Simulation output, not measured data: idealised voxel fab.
Process module name: voxel gate over fins
FYI the section here is cut, 230 nm wide, cells are 5 nm squares.
Cross-section format: a grid of square cells, given as bands from top to bottom; each band is one or more rows of cells.
Per band: top height and bottom height in nm, followed by the left-to-right materials and their widths in nm; "all across" marks a single material spanning edge to edge, "blank" marks empty space.
Ref level 0: as-received wafer is one material below here. Bottom band extends down with no lower bound ("0..down").
Width spec "30..40" -> top row of cells at first value, bottom row at second value, equal per-row change in between.
A step reported as "same as before" is a step in which no cell of the cross-section changed.
"Tabulated closed voids" contains a list of empty spaces, each no smaller than 8 cells and without an open way to the top, written in the form width x height at distance with the distance from the left edge and all three in nm.
That trailing text on a step's line, after the settings, is the simulator's own remark on the step.
The setting "overlay nm" may be written on the line of a step. When the step uses a mask, the value reports how far to the right of the planned place the mask lay, and a negative value reports that it lay to the left.
LIST OF PLANNED PROCESS STEPS
1. op RECEIVE | material Si
2. op CONFORMAL_DEP | material SiN | thk nm 10
3. op MASKED_ETCH | tone cover | mask id FINS | width nm 15 | pitch nm 40 | etch materials SiN | depth nm 10 | overlay nm 0
4. op MASKED_ETCH | tone cover | mask id FINS | width nm 15 | pitch nm 40 | etch materials Si | depth nm 35 | overlay nm 0
5. op FILL_DEP | material SiO2 | thk nm 15
6. op CMP | height nm 10
7. op SELECTIVE_ETCH | etch materials SiO2 | depth nm 20
8. op STRIP | etch materials SiN
9. op CONFORMAL_DEP | material HfO2 | thk nm 5
10. op CONFORMAL_DEP | material TiN | thk nm 5
11. op CONFORMAL_DEP | material TiAl | thk nm 5
12. op CONFORMAL_DEP | material TiN | thk nm 5
13. op FILL_DEP | material W | thk nm 15
14. op CMP | height nm 30
15. op CONFORMAL_DEP | material SiCN | thk nm 5
Same starting wafers, different width nm at step 4. Plan value belongs to the first wafer.
AS-RECEIVED STATE AFTER STEP 1, FIRST OF SEVERAL WAFERS, CROSS-SECTION
* 0..down | Si all across
* Tabulated closed voids: none
HERE'S THE FIRST OF SEVERAL WAFERS IN CROSS-SECTION, END OF THE MODULE, AFTER THE LAST STEP, STEP 15
* 35..30 | SiCN all across
* 30..20 | W all across
* 20..15 | W 25, TiN 175, W 30
* 15..10 | W 25, TiN 5, TiAl 165, TiN 5, W 30
* 10..5 | TiN 30, TiAl 5, TiN 35, TiAl 5, TiN 35, TiAl 5, TiN 35, TiAl 5, TiN 35, TiAl 5, TiN 35
* 5..0 | TiAl 35, TiN 5, HfO2 25, TiN 5, TiAl 5, TiN 5, HfO2 25, TiN 5, TiAl 5, TiN 5, HfO2 25, TiN 5, TiAl 5, TiN 5, HfO2 25, TiN 5, TiAl 40
* 0..-5 | TiN 40, HfO2 5, Si 15, HfO2 5, TiN 15, HfO2 5, Si 15, HfO2 5, TiN 15, HfO2 5, Si 15, HfO2 5, TiN 15, HfO2 5, Si 15, HfO2 5, TiN 45
* -5..-10 | HfO2 45, Si 15, HfO2 25, Si 15, HfO2 25, Si 15, HfO2 25, Si 15, HfO2 50
* -10..-35 | SiO2 45, Si 15, SiO2 25, Si 15, SiO2 25, Si 15, SiO2 25, Si 15, SiO2 50
* -35..down | Si all across
* Tabulated closed voids: none
SECTIONAL VIEW OF THE LAST WAFER UPON COMPLETION OF THE MODULE
* 35..30 | SiCN all across
* 30..20 | W all across
* 20..15 | W 20, TiN 185, W 25
* 15..10 | W 20, TiN 5, TiAl 175, TiN 5, W 25
* 10..5 | TiN 25, TiAl 5, TiN 165, TiAl 5, TiN 30
* 5..0 | TiAl 30, TiN 5, HfO2 35, TiN 5, HfO2 35, TiN 5, HfO2 35, TiN 5, HfO2 35, TiN 5, TiAl 35
* 0..-5 | TiN 35, HfO2 5, Si 25, HfO2 5, TiN 5, HfO2 5, Si 25, HfO2 5, TiN 5, HfO2 5, Si 25, HfO2 5, TiN 5, HfO2 5, Si 25, HfO2 5, TiN 40
* -5..-10 | HfO2 40, Si 25, HfO2 15, Si 25, HfO2 15, Si 25, HfO2 15, Si 25, HfO2 45
* -10..-35 | SiO2 40, Si 25, SiO2 15, Si 25, SiO2 15, Si 25, SiO2 15, Si 25, SiO2 45
* -35..down | Si all across
* Tabulated closed voids: none
ROWS = WAFERS. AT MODULE END, EACH ROW LISTS PER MATERIAL THE CELLS GAINED (+) OR LOST (-) SINCE THE WAFER WAS RECEIVED, THEN THE CLOSED VOIDS
width nm 15 | +62 HfO2 | -238 Si | +46 SiCN | +170 SiO2 | +56 TiAl | +112 TiN | +114 W | Tabulated closed voids: none
width nm 20 | +62 HfO2 | -210 Si | +46 SiCN | +150 SiO2 | +50 TiAl | +112 TiN | +112 W | Tabulated closed voids: none
width nm 25 | +62 HfO2 | -182 Si | +46 SiCN | +130 SiO2 | +50 TiAl | +106 TiN | +110 W | Tabulated closed voids: none
